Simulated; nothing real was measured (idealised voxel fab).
process module | voxel plated lines
cross-section cut | 225 nm wide | cells 5 nm
A cross-section is a grid of square cells, given in bands from the top down. A band is one or more rows of cells.
Each band's line starts with the height of the band's top and of its bottom, in nm. Then come its materials from left to right, each with its width in nm. One material with "throughout" fills the band from edge to edge. "air" is empty space.
Height 0 is the level under which the wafer as received is all one material. The lowest band goes on downwards, as in "0 down".
A width such as "30 to 40" changes by the same amount from each row of cells to the next, from the band's top row to its bottom row.
"no change" after a step means that no cell of the cross-section changed.
closed voids: empty space of 8 cells or more with no open way to the top, each as width x height at its distance from the left edge, in nm
after a step's settings: what the simulator itself notes on the step
overlay nm, on a step with a mask: how far to the right of its planned place the mask lay; to the left if negative
plan
1 op RECEIVE | material Si
2 op CONFORMAL_DEP | material Al2O3 | thk nm 10
3 op DIRECTIONAL_DEP | material TiN | thk nm 5
4 op PATTERN | tone open | mask id LINES | material resist | width nm 25 | pitch nm 55 | thk nm 15 | overlay nm 0
5 op EPI | material Ru | thk nm 10
6 op STRIP | etch materials resist
7 op DIRECTIONAL_ETCH | etch materials TiN | depth nm 5
8 op CONFORMAL_DEP | material SiO2 | thk nm 10
as received, after step 1
  0 down: Si throughout
  closed voids: none
first wafer at the end, as planned
  35 to 25: air 60 | SiO2 45 | air 10 | SiO2 45 | air 65
  25 to 20: air 60 | SiO2 10 | Ru 25 | SiO2 10 | air 10 | SiO2 10 | Ru 25 | SiO2 10 | air 65
  20 to 15: SiO2 70 | Ru 25 | SiO2 30 | Ru 25 | SiO2 75
  15 to 10: SiO2 70 | TiN 25 | SiO2 30 | TiN 25 | SiO2 75
  10 to 0: Al2O3 throughout
  0 down: Si throughout
  closed voids: none
second wafer at the end: like start, like plan, one mistake
  45 to 35: air 55 | SiO2 110 | air 60
  35 to 30: air 55 | SiO2 10 | Ru 35 | SiO2 20 | Ru 35 | SiO2 10 | air 60
  30 to 20: air 55 | SiO2 15 | Ru 25 | SiO2 30 | Ru 25 | SiO2 15 | air 60
  20 to 15: SiO2 70 | Ru 25 | SiO2 30 | Ru 25 | SiO2 75
  15 to 10: SiO2 65 | TiN 35 | SiO2 20 | TiN 35 | SiO2 70
  10 to 0: Al2O3 throughout
  0 down: Si throughout
  closed voids: none
what went wrong: step 5 was run twice
at the end the second wafer has, in cells: 24 more of Ru | 28 more of SiO2 | 4 more of TiN
